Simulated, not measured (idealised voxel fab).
process module | voxel local oxidation
For reference, the cross-section in this document is cut, with width 255 nm and square cells of 5 nm.
Bands, listed from the top down, are how a cross-section gets written in this document; the cross-section itself is a grid of square cells, and a band is one or more rows of them. Within each band entry, the heights of the top and of the bottom of the band appear first, in that order and in nm; the materials of the band then follow from left to right, each with its corresponding width in nm. The designation "edge to edge" on a single material indicates that it fills the band from edge to edge; the designation "air" indicates empty space. Where do heights start? At 0: under that level the wafer as delivered is made of one material only. And the lowest band has no floor; it just carries on downward, as in "top 0, no bottom". Width spec "30->40" -> top row of cells at first value, bottom row at second value, equal per-row change in between. The designation "no change", where it is given for a processing step, indicates that no cell of the cross-section was altered in the course of that step. For the entry "Sealed voids", the listed items are empty spaces with no open way to the top whose size is 8 cells or more; each item follows the pattern width x height at distance, where distance is from the left edge and all three are in nm. If you see something after the settings on a step's line, that's the simulator's own remark about that step. overlay nm: mask right of planned place by this much (step with mask). Neg. = left.

Steps in the process plan
1 RECEIVE with material Si
2 CONFORMAL_DEP with material SiO2, thk nm 5
3 CONFORMAL_DEP with material SiN, thk nm 15
4 PATTERN with tone cover, mask id ACTIVE, material resist, width nm 95, thk nm 20, overlay nm 0
5 DIRECTIONAL_ETCH with etch materials SiN, depth nm 15
6 STRIP with etch materials resist
7 SELECTIVE_ETCH with etch materials SiO2, depth nm 5
8 OXIDIZE with depth nm 10
9 STRIP with etch materials SiN

Wafer cross-section on receipt, i.e. after step 1
	top 0, no bottom | Si edge to edge
	Sealed voids: none

Module complete, cross-section. Starting point and plan per above. One mistake made in running the module
	top 20, bottom 5 | air=80 / SiN=95 / air=80
	top 5, bottom 0 | air=85 / SiO2=85 / air=85
	top 0, bottom -10 | SiO2=95 / Si=65 / SiO2=95
	top -10, no bottom | Si edge to edge
	Sealed voids: none
Nonconformance to the process plan: execution of step 9 of the plan did not take place, the step having been omitted
